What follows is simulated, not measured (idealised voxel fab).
The document below concerns the process module designated voxel ribs on slabs.
Square cell edge 5 nm, section width 265 nm, ID cut.
Cross-section layout: square cells on a grid; listed as bands, top to bottom; a band spans one or more cell rows.
In this notation a band is specified by the heights of its top and bottom, in that order and in nm, after which its materials appear from left to right, each paired with its width in nm. The word "everywhere" attached to a single material means that material fills the band from edge to edge; the word "blank" stands for empty space.
Heights are expressed relative to 0, this being the level below which the as-received wafer comprises one material exclusively. The lowest band is unbounded in the downward direction and is denoted as in "z 0 and below".
Top row gets the first number, bottom row gets the second, and each row in between changes by the same step: that is how a band width like "30->40" works.
Take "no change" at face value: in the step it is given for, the cross-section changed in none of its cells.
In "Sealed internal cavities" the enclosed voids are listed, meaning empty spaces of 8 cells or larger without any opening to the top. The form is width x height at distance, distance from the left edge, units nm.
Heads up: the bit after the settings on a step's line is the simulator's remark on that step.
A step's line can hold "overlay nm"; with a mask on that step, the setting says how far right of the planned place the mask lay, while a negative setting says it lay to the left.

LISTED BELOW ARE THE PROCESS STEPS AS PLANNED
1,RECEIVE: material Si
2,DIRECTIONAL_DEP: material SiO2, thk nm 30
3,DIRECTIONAL_DEP: material polySi, thk nm 20
4,DIRECTIONAL_DEP: material aC, thk nm 15
5,PATTERN: tone cover, mask id RIB, material resist, width nm 30, thk nm 35, overlay nm 0
6,DIRECTIONAL_ETCH: etch materials aC, depth nm 15
7,STRIP: etch materials resist
8,DIRECTIONAL_ETCH: etch materials polySi, depth nm 10
9,STRIP: etch materials aC
10,DIRECTIONAL_DEP: material aC, thk nm 10
11,PATTERN: tone cover, mask id SLAB, material resist, width nm 80, thk nm 25, overlay nm 0
12,DIRECTIONAL_ETCH: etch materials aC, depth nm 10
13,STRIP: etch materials resist
14,DIRECTIONAL_ETCH: etch materials polySi, depth nm 5
15,STRIP: etch materials aC
16,FILL_DEP: material SiO2, thk nm 25
17,CMP: height nm 70
18,DIRECTIONAL_DEP: material W, thk nm 10
19,MASKED_ETCH: tone cover, mask id HEATER, width nm 40, etch materials W, depth nm 10, overlay nm 0
20,CONFORMAL_DEP: material SiO2, thk nm 10
Be aware that, although all wafers share a common starting state, the depth nm at step 14 differs among them, and the plan displays the first wafer's value.

CROSS-SECTIONAL VIEW OF THE FIRST OF SEVERAL WAFERS IN THE AS-RECEIVED CONDITION, CORRESPONDING TO THE STATE FOLLOWING STEP 1
- z 0 and below: Si everywhere
- Sealed internal cavities: none

PER WAFER (ROW), END OF MODULE: DELTA IN CELLS PER MATERIAL SINCE RECEIPT, (+) FOR GAINED, (-) FOR LOST; CLOSED VOIDS AFTER THAT
depth nm 5; +775 SiO2; +16 W; +81 polySi; Sealed internal cavities: none
depth nm 10; +812 SiO2; +16 W; +44 polySi; Sealed internal cavities: none
depth nm 15; +812 SiO2; +16 W; +44 polySi; Sealed internal cavities: none
depth nm 20; +812 SiO2; +16 W; +44 polySi; Sealed internal cavities: none
depth nm 25; +812 SiO2; +16 W; +44 polySi; Sealed internal cavities: none
